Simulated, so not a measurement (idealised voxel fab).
The document below concerns the process module designated voxel fin reveal.
We display cut, a cross-section 175 nm in width whose square cells are each 5 nm.
For the purposes of this document, a cross-section shall be understood as a grid of square cells, specified as bands listed in top-to-bottom order, each band consisting of one or more rows of cells.
Heights first: top, then bottom, in nm. Then materials, left to right, each with a width in nm. "everywhere" on a single material: fills the band edge to edge. "air": empty space.
Heads up on the height convention: 0 is the point under which the incoming wafer is all one material, and the lowest band has no bottom, it just keeps going down, like "z 0 and below".
The expression "30..40" gives the width at the extremes of the band, the first number at its top row of cells and the second at its bottom row, with the width changing by equal amounts from each row to the next in between.
No cell of the cross-section changed in a step that is given as "nothing different".
Entry "Fully enclosed voids". Content: empty spaces with no open connection to the top, size 8 cells or greater. Each: width x height at distance. Distance: from left edge. Unit: nm.
Anything after a step's settings on that line? It's the simulator's own note about the step.
overlay nm: where the mask lay relative to plan, measured to the right, on steps with a mask; negatives go left.
These are the steps we planned for the process:
1) op RECEIVE | material Si
2) op CONFORMAL_DEP | material SiN | thk nm 5
3) op MASKED_ETCH | tone cover | mask id FINS | width nm 15 | pitch nm 40 | etch materials SiN | depth nm 5 | overlay nm 0
4) op MASKED_ETCH | tone cover | mask id FINS | width nm 15 | pitch nm 40 | etch materials Si | depth nm 30 | overlay nm 0
5) op FILL_DEP | material SiO2 | thk nm 10
6) op CMP | height nm 5
7) op SELECTIVE_ETCH | etch materials SiO2 | depth nm 25
8) op STRIP | etch materials SiN
So this is the incoming wafer in cross-section - it's already been through step 1:
	z 0 and below | Si everywhere
	Fully enclosed voids: none
First wafer at the end, as planned:
	z 0 to -20 | air 40, then Si 15, then air 25, then Si 15, then air 25, then Si 15, then air 40
	z -20 to -30 | SiO2 40, then Si 15, then SiO2 25, then Si 15, then SiO2 25, then Si 15, then SiO2 40
	z -30 and below | Si everywhere
	Fully enclosed voids: none
Cross-section at end of module for the second wafer of two, which matched the first in starting point and plan and differed by one mistake in its processing:
	z 5 to 0 | air 40, then SiN 15, then air 25, then SiN 15, then air 25, then SiN 15, then air 40
	z 0 to -20 | air 40, then Si 15, then air 25, then Si 15, then air 25, then Si 15, then air 40
	z -20 to -30 | SiO2 40, then Si 15, then SiO2 25, then Si 15, then SiO2 25, then Si 15, then SiO2 40
	z -30 and below | Si everywhere
	Fully enclosed voids: none
The plan and the run diverged here: the run left out plan step 8 entirely, so it was never executed
Final wafer comparison in cells, second versus first, more or fewer per material: SiN: 9 more
